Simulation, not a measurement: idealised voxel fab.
This section sets out a process module, namely voxel trench capacitor.
In the cross-section labelled cut, the width is 195 nm and each square cell is 5 nm.
Square cells in a grid make up a cross-section in this document, and the grid is given as bands, listed from the top down, each one or more rows of cells.
Top height, bottom height, nm. Materials left to right, width each, nm. Single material + "everywhere" = fills band edge to edge. "blank" = empty.
Heights from 0 (as-received wafer is one material below). Bottom band endless downward, as "0 and below".
The width entry "30->40" should be interpreted row by row: the top row of cells in the band takes the first number, the bottom row takes the second number, and the change between adjacent rows is uniform throughout.
"no alterations made" -> step changed no cross-section cell.
Reported under the label "Sealed void inventory" are the empty spaces having no open way to the top and comprising 8 cells or more; the notation for each is width x height at distance, in which the distance is measured from the left edge and all three values are in nm.
Note: text after step settings on the step line = simulator remark on that step.
overlay nm: mask right of planned place by this much (step with mask). Neg. = left.
The planned process steps are enumerated hereunder
step 1: RECEIVE: material Si
step 2: CONFORMAL_DEP: material SiN, thk nm 5
step 3: DIRECTIONAL_DEP: material aC, thk nm 15
step 4: PATTERN: tone open, mask id TRENCH, material resist, width nm 25, pitch nm 55, thk nm 35, overlay nm 0
step 5: DIRECTIONAL_ETCH: etch materials aC, depth nm 5
step 6: STRIP: etch materials resist
step 7: DIRECTIONAL_ETCH: etch materials SiN, depth nm 5
step 8: DIRECTIONAL_ETCH: etch materials Si, depth nm 35
step 9: STRIP: etch materials aC
step 10: CONFORMAL_DEP: material SiO2, thk nm 5
step 11: FILL_DEP: material polySi, thk nm 10
step 12: CMP: height nm 5
Wafer-to-wafer difference: depth nm, step 5. Common start. Plan = first wafer's value.
Cross-section of the first incoming wafer of several, state after step 1
- 0 and below  Si everywhere
- Sealed void inventory: none
First of several wafers, sectioned at end of module (last step: step 12)
- 5 down to 0  SiN everywhere
- 0 and below  Si everywhere
- Sealed void inventory: none
Cross-section, module end, final of several wafers
- 5 down to 0  SiN 30, SiO2 5, polySi 15, SiO2 5, SiN 30, SiO2 5, polySi 15, SiO2 5, SiN 30, SiO2 5, polySi 15, SiO2 5, SiN 30
- 0 down to -30  Si 30, SiO2 5, polySi 15, SiO2 5, Si 30, SiO2 5, polySi 15, SiO2 5, Si 30, SiO2 5, polySi 15, SiO2 5, Si 30
- -30 down to -35  Si 30, SiO2 25, Si 30, SiO2 25, Si 30, SiO2 25, Si 30
- -35 and below  Si everywhere
- Sealed void inventory: none
Take any row and you have a wafer at the end of the module: how many cells of each material it has gained (+) or lost (-) since it was received, and then its closed voids
depth nm 5 | +39 SiN | Sealed void inventory: none
depth nm 10 | +39 SiN | Sealed void inventory: none
depth nm 15 | -105 Si | +24 SiN | +57 SiO2 | +63 polySi | Sealed void inventory: none
depth nm 20 | -105 Si | +24 SiN | +57 SiO2 | +63 polySi | Sealed void inventory: none
depth nm 25 | -105 Si | +24 SiN | +57 SiO2 | +63 polySi | Sealed void inventory: none
depth nm 30 | -105 Si | +24 SiN | +57 SiO2 | +63 polySi | Sealed void inventory: none
